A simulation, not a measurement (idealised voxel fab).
process module | voxel gate over fins
cross-section cut | 280 nm wide | cells 5 nm
A cross-section is a grid of square cells, given in bands from the top down. A band is one or more rows of cells.
Each band's line starts with the height of the band's top and of its bottom, in nm. Then come its materials from left to right, each with its width in nm. One material with "throughout" fills the band from edge to edge. "air" is empty space.
Height 0 is the level under which the wafer as received is all one material. The lowest band goes on downwards, as in "0 down".
A width such as "30 to 40" changes by the same amount from each row of cells to the next, from the band's top row to its bottom row.
"no change" after a step means that no cell of the cross-section changed.
closed voids: empty space of 8 cells or more with no open way to the top, each as width x height at its distance from the left edge, in nm
after a step's settings: what the simulator itself notes on the step
overlay nm, on a step with a mask: how far to the right of its planned place the mask lay; to the left if negative
plan
1 op RECEIVE | material Si
2 op CONFORMAL_DEP | material SiN | thk nm 5
3 op DIRECTIONAL_DEP | material aC | thk nm 10
4 op PATTERN | tone cover | mask id FINS | material resist | width nm 15 | pitch nm 45 | thk nm 25 | overlay nm 0
5 op DIRECTIONAL_ETCH | etch materials aC | depth nm 10
6 op STRIP | etch materials resist
7 op DIRECTIONAL_ETCH | etch materials SiN | depth nm 5
8 op DIRECTIONAL_ETCH | etch materials Si | depth nm 30
9 op STRIP | etch materials aC
10 op FILL_DEP | material SiO2 | thk nm 10
11 op CMP | height nm 5
12 op SELECTIVE_ETCH | etch materials SiO2 | depth nm 20
13 op STRIP | etch materials SiN
14 op CONFORMAL_DEP | material HfO2 | thk nm 5
15 op CONFORMAL_DEP | material TiN | thk nm 5
16 op CONFORMAL_DEP | material TiAl | thk nm 5
17 op CONFORMAL_DEP | material TiN | thk nm 5
18 op FILL_DEP | material W | thk nm 10
19 op CMP | height nm 25
20 op CONFORMAL_DEP | material SiCN | thk nm 10
varied across the wafers: width nm of step 4. The plan shows the first wafer's value. All wafers start alike
first wafer as received, after step 1
  0 down: Si throughout
  closed voids: none
each wafer at the end: cells of each material gained (+) or lost (-) since it was received, then its closed voids
width nm 15 | +80 HfO2 | -264 Si | +112 SiCN | +132 SiO2 | +80 TiAl | +142 TiN | +110 W | closed voids: none
width nm 20 | +80 HfO2 | -240 Si | +112 SiCN | +120 SiO2 | +71 TiAl | +142 TiN | +107 W | closed voids: none
width nm 25 | +80 HfO2 | -216 Si | +112 SiCN | +108 SiO2 | +62 TiAl | +142 TiN | +104 W | closed voids: none
width nm 30 | +80 HfO2 | -192 Si | +112 SiCN | +96 SiO2 | +62 TiAl | +133 TiN | +101 W | closed voids: none
